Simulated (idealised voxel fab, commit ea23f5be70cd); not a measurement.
Process module under the name voxel trench capacitor
We display cut, a cross-section 260 nm in width whose square cells are each 5 nm.
A cross-section is a grid of square cells, given in bands from the top down. A band is one or more rows of cells. Within each band entry, the heights of the top and of the bottom of the band appear first, in that order and in nm; the materials of the band then follow from left to right, each with its corresponding width in nm. The designation "full width" on a single material indicates that it fills the band from edge to edge; the designation "blank" indicates empty space. Beneath 0, the wafer as received is one material, and that level is where height counting begins. The lowest band goes on downward without a bottom; it is written like "0 -> down". A two-number width, for instance "30..40", indicates that the width is equal to the first number in the top row of the band and to the second number in the bottom row, and that it changes by a constant amount per row of cells. Reading "same as before" for a step: not a cell of the cross-section changed in it. Enclosed voids (no open way to top), threshold 8 cells or more, entry "Enclosed empty spaces", notation width x height at distance, distance from left edge, nm. If you see something after the settings on a step's line, that's the simulator's own remark about that step. overlay nm: for a step with a mask, the amount by which the mask lay right of where it was planned; a negative amount means left of it.
-- Process steps - plan
step 1: op RECEIVE | material Si
step 2: op CONFORMAL_DEP | material SiN | thk nm 5
step 3: op DIRECTIONAL_DEP | material aC | thk nm 10
step 4: op PATTERN | tone open | mask id TRENCH | material resist | width nm 20 | pitch nm 40 | thk nm 30 | overlay nm -15
step 5: op DIRECTIONAL_ETCH | etch materials aC | depth nm 10
step 6: op STRIP | etch materials resist
step 7: op DIRECTIONAL_ETCH | etch materials SiN | depth nm 5
step 8: op DIRECTIONAL_ETCH | etch materials Si | depth nm 30
step 9: op STRIP | etch materials aC
step 10: op CONFORMAL_DEP | material Al2O3 | thk nm 5
step 11: op FILL_DEP | material polySi | thk nm 10
step 12: op CMP | height nm 5
Among the wafers covered here, the point of difference is the overlay nm at step 4; their starting state is shared, and the plan presents the value of the first wafer.
-- first wafer as received, after step 1
  0 -> down: Si full width
  Enclosed empty spaces: none
-- The cross-section of the first of several wafers is given below for the end of the module, after its final step, step 12
  5 -> 0: SiN (85), then Al2O3 (5), then polySi (10), then Al2O3 (5), then SiN (20), then Al2O3 (5), then polySi (10), then Al2O3 (5), then SiN (115)
  0 -> -25: Si (85), then Al2O3 (5), then polySi (10), then Al2O3 (5), then Si (20), then Al2O3 (5), then polySi (10), then Al2O3 (5), then Si (115)
  -25 -> -30: Si (85), then Al2O3 (20), then Si (20), then Al2O3 (20), then Si (115)
  -30 -> down: Si full width
  Enclosed empty spaces: none
-- End of module, last wafer sectioned
  5 -> 0: SiN (115), then Al2O3 (5), then polySi (10), then Al2O3 (5), then SiN (20), then Al2O3 (5), then polySi (10), then Al2O3 (5), then SiN (85)
  0 -> -25: Si (115), then Al2O3 (5), then polySi (10), then Al2O3 (5), then Si (20), then Al2O3 (5), then polySi (10), then Al2O3 (5), then Si (85)
  -25 -> -30: Si (115), then Al2O3 (20), then Si (20), then Al2O3 (20), then Si (85)
  -30 -> down: Si full width
  Enclosed empty spaces: none
-- Tabulated below, wafer by wafer, are the end-of-module results: for each material, the number of cells gained (+) or lost (-) relative to the as-received state, followed by the closed voids
overlay nm -15, +32 Al2O3, -48 Si, +44 SiN, +24 polySi, Enclosed empty spaces: none
overlay nm -10, +32 Al2O3, -48 Si, +44 SiN, +24 polySi, Enclosed empty spaces: none
overlay nm -5, +32 Al2O3, -48 Si, +44 SiN, +24 polySi, Enclosed empty spaces: none
overlay nm 0, +32 Al2O3, -48 Si, +44 SiN, +24 polySi, Enclosed empty spaces: none
overlay nm 5, +32 Al2O3, -48 Si, +44 SiN, +24 polySi, Enclosed empty spaces: none
overlay nm 10, +32 Al2O3, -48 Si, +44 SiN, +24 polySi, Enclosed empty spaces: none
overlay nm 15, +32 Al2O3, -48 Si, +44 SiN, +24 polySi, Enclosed empty spaces: none
